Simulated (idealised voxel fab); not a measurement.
voxel self aligned contacts: a process module
Cross-sectional view cut (width: 295 nm; square cell size: 5 nm).
Cross-section, as written here: a square-cell grid given band by band from the top down, where a band holds one or more rows of cells.
For a band, the entry starts with two heights in nm, that of the top and then that of the bottom, and carries on with the band's materials in order from left to right, each alongside its width in nm; the word "edge to edge" beside a single material means it fills the band edge to edge, and "blank" means empty space.
Zero point of the height axis is 0; under it, received wafer = one material. Lowest band: continues down indefinitely, "0 -> down".
Think of "30->40" as a width that walks from the first number to the second as you go down the band, top row to bottom row, taking equal-sized steps from row to row.
It should be understood that the words "remains unaltered", when stated for a given step, signify that the cross-section underwent no change in any of its cells during that step.
In the "Fully sealed voids" entry, you get each enclosed empty space of 8 cells or more, one with no open way to the top, written width x height at distance, distance from the left edge, in nm.
Formally, on a step line, whatever follows the settings is a remark that the simulator itself makes on the step.
overlay nm: where the mask lay relative to plan, measured to the right, on steps with a mask; negatives go left.
**Process steps (planned)**
1) RECEIVE [material Si]
2) CONFORMAL_DEP [material SiO2] [thk nm 5]
3) DIRECTIONAL_DEP [material polySi] [thk nm 30]
4) DIRECTIONAL_DEP [material SiN] [thk nm 25]
5) MASKED_ETCH [tone cover] [mask id GATE] [width nm 30] [pitch nm 75] [etch materials SiN] [depth nm 25] [overlay nm 0]
6) MASKED_ETCH [tone cover] [mask id GATE] [width nm 30] [pitch nm 75] [etch materials polySi] [depth nm 30] [overlay nm -15]
7) CONFORMAL_DEP [material SiN] [thk nm 10]
8) DIRECTIONAL_ETCH [etch materials SiN] [depth nm 10]
9) FILL_DEP [material SiO2] [thk nm 15]
10) CMP [height nm 65]
11) PATTERN [tone open] [mask id CONTACT] [material resist] [width nm 55] [pitch nm 75] [thk nm 15] [overlay nm 0]
12) DIRECTIONAL_ETCH [etch materials SiO2] [depth nm 65]
13) STRIP [etch materials resist]
14) CONFORMAL_DEP [material TiN] [thk nm 5]
15) FILL_DEP [material W] [thk nm 10]
16) CMP [height nm 65]
17) CONFORMAL_DEP [material SiCN] [thk nm 5]
Keep in mind the plan's value for the overlay nm of step 6 comes from the first wafer; the wafers don't share that setting, but they do share the same starting point.
**As-received cross-section, first of several wafers, post step 1**
	0 -> down  Si edge to edge
	Fully sealed voids: none
**Below: a row per wafer. Contents at end of module: for every material, cells gained since receipt (+) or lost since receipt (-); then closed voids**
overlay nm -15; +59 SiCN; +222 SiN; +283 SiO2; +70 TiN; +30 W; +162 polySi; Fully sealed voids: none
overlay nm -10; +59 SiCN; +222 SiN; +287 SiO2; +70 TiN; +44 W; +144 polySi; Fully sealed voids: none
overlay nm -5; +59 SiCN; +222 SiN; +291 SiO2; +70 TiN; +58 W; +126 polySi; Fully sealed voids: none
overlay nm 0; +59 SiCN; +222 SiN; +295 SiO2; +70 TiN; +72 W; +108 polySi; Fully sealed voids: none
overlay nm 5; +59 SiCN; +222 SiN; +291 SiO2; +70 TiN; +58 W; +126 polySi; Fully sealed voids: none
overlay nm 10; +59 SiCN; +222 SiN; +287 SiO2; +70 TiN; +44 W; +144 polySi; Fully sealed voids: none
overlay nm 15; +59 SiCN; +222 SiN; +283 SiO2; +70 TiN; +30 W; +162 polySi; Fully sealed voids: none
